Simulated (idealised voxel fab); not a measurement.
You're looking at the process module voxel gate over fins.
230 nm wide, 5 nm square cells: that's cross-section cut.
A cross-section is a grid of square cells, given in bands from the top down. A band is one or more rows of cells.
Heights first: top, then bottom, in nm. Then materials, left to right, each with a width in nm. "throughout" on a single material: fills the band edge to edge. "blank": empty space.
Heights are measured from 0, the level below which the as-received wafer is all one material; the lowest band has no bottom and continues downward, written as in "z 0 and below".
So if you see something like "30->40" for the width, read it as the top row of the band sitting at the first number and the bottom row at the second, with every row in between moving by the same amount as the last.
What does "no change occurred" mean for a step? It means no cell of the cross-section changed in that step.
Under "Enclosed internal voids" you'll find the enclosed gaps, the ones with no way out to the top, that are 8 cells or bigger; each reads width x height at distance, with distance counted from the left edge, everything in nm.
Step line, after settings: the simulator's comment on this step.
The optional step-line setting "overlay nm" applies to steps with a mask and quantifies how far to the right of its planned location the mask lay, a negative value indicating leftward placement.
[Steps in the process plan]
1 RECEIVE: material Si
2 CONFORMAL_DEP: material SiN, thk nm 5
3 MASKED_ETCH: tone cover, mask id FINS, width nm 15, pitch nm 45, etch materials SiN, depth nm 5, overlay nm 0
4 MASKED_ETCH: tone cover, mask id FINS, width nm 15, pitch nm 45, etch materials Si, depth nm 40, overlay nm -15
5 FILL_DEP: material SiO2, thk nm 5
6 CMP: height nm 5
7 SELECTIVE_ETCH: etch materials SiO2, depth nm 15
8 STRIP: etch materials SiN
9 CONFORMAL_DEP: material HfO2, thk nm 5
10 CONFORMAL_DEP: material TiN, thk nm 5
11 FILL_DEP: material W, thk nm 10
12 CMP: height nm 15
13 CONFORMAL_DEP: material SiCN, thk nm 5
It is noted that the wafers described herein are identical at the outset and are distinguished by the overlay nm of step 4; the value stated in the plan corresponds to the first wafer.
[This is how the first of several wafers looked in cross-section when it arrived, which is after step 1]
* z 0 and below = Si throughout
* Enclosed internal voids: none
[After the module's final step, step 13: the first of several wafers in cross-section]
* z 20 to 15 = SiCN throughout
* z 15 to 10 = W throughout
* z 10 to 5 = W 60, then TiN 95, then W 75
* z 5 to 0 = W 60, then TiN 5, then HfO2 40, then TiN 5, then HfO2 40, then TiN 5, then W 75
* z 0 to -5 = TiN 65, then HfO2 5, then Si 30, then HfO2 5, then TiN 5, then HfO2 5, then Si 30, then HfO2 5, then TiN 80
* z -5 to -10 = HfO2 70, then Si 30, then HfO2 15, then Si 30, then HfO2 85
* z -10 to -40 = SiO2 70, then Si 30, then SiO2 15, then Si 30, then SiO2 85
* z -40 and below = Si throughout
* Enclosed internal voids: none
[Sectional view of the last wafer upon completion of the module]
* z 20 to 15 = SiCN throughout
* z 15 to 10 = W throughout
* z 10 to 5 = W 75, then TiN 95, then W 60
* z 5 to 0 = W 75, then TiN 5, then HfO2 40, then TiN 5, then HfO2 40, then TiN 5, then W 60
* z 0 to -5 = TiN 80, then HfO2 5, then Si 30, then HfO2 5, then TiN 5, then HfO2 5, then Si 30, then HfO2 5, then TiN 65
* z -5 to -10 = HfO2 85, then Si 30, then HfO2 15, then Si 30, then HfO2 70
* z -10 to -40 = SiO2 85, then Si 30, then SiO2 15, then Si 30, then SiO2 70
* z -40 and below = Si throughout
* Enclosed internal voids: none
[Note: the following table is arranged by wafer, a row apiece. Each row reports the end-of-module state: per material, cells gained (+) or cells lost (-) compared with the wafer as received; closed voids follow]
overlay nm -15, +54 HfO2, -272 Si, +46 SiCN, +204 SiO2, +52 TiN, +100 W, Enclosed internal voids: none
overlay nm -10, +54 HfO2, -288 Si, +46 SiCN, +216 SiO2, +54 TiN, +102 W, Enclosed internal voids: none
overlay nm -5, +54 HfO2, -304 Si, +46 SiCN, +228 SiO2, +54 TiN, +106 W, Enclosed internal voids: none
overlay nm 0, +54 HfO2, -320 Si, +46 SiCN, +240 SiO2, +54 TiN, +110 W, Enclosed internal voids: none
overlay nm 5, +54 HfO2, -304 Si, +46 SiCN, +228 SiO2, +54 TiN, +106 W, Enclosed internal voids: none
overlay nm 10, +54 HfO2, -288 Si, +46 SiCN, +216 SiO2, +54 TiN, +102 W, Enclosed internal voids: none
overlay nm 15, +54 HfO2, -272 Si, +46 SiCN, +204 SiO2, +52 TiN, +100 W, Enclosed internal voids: none
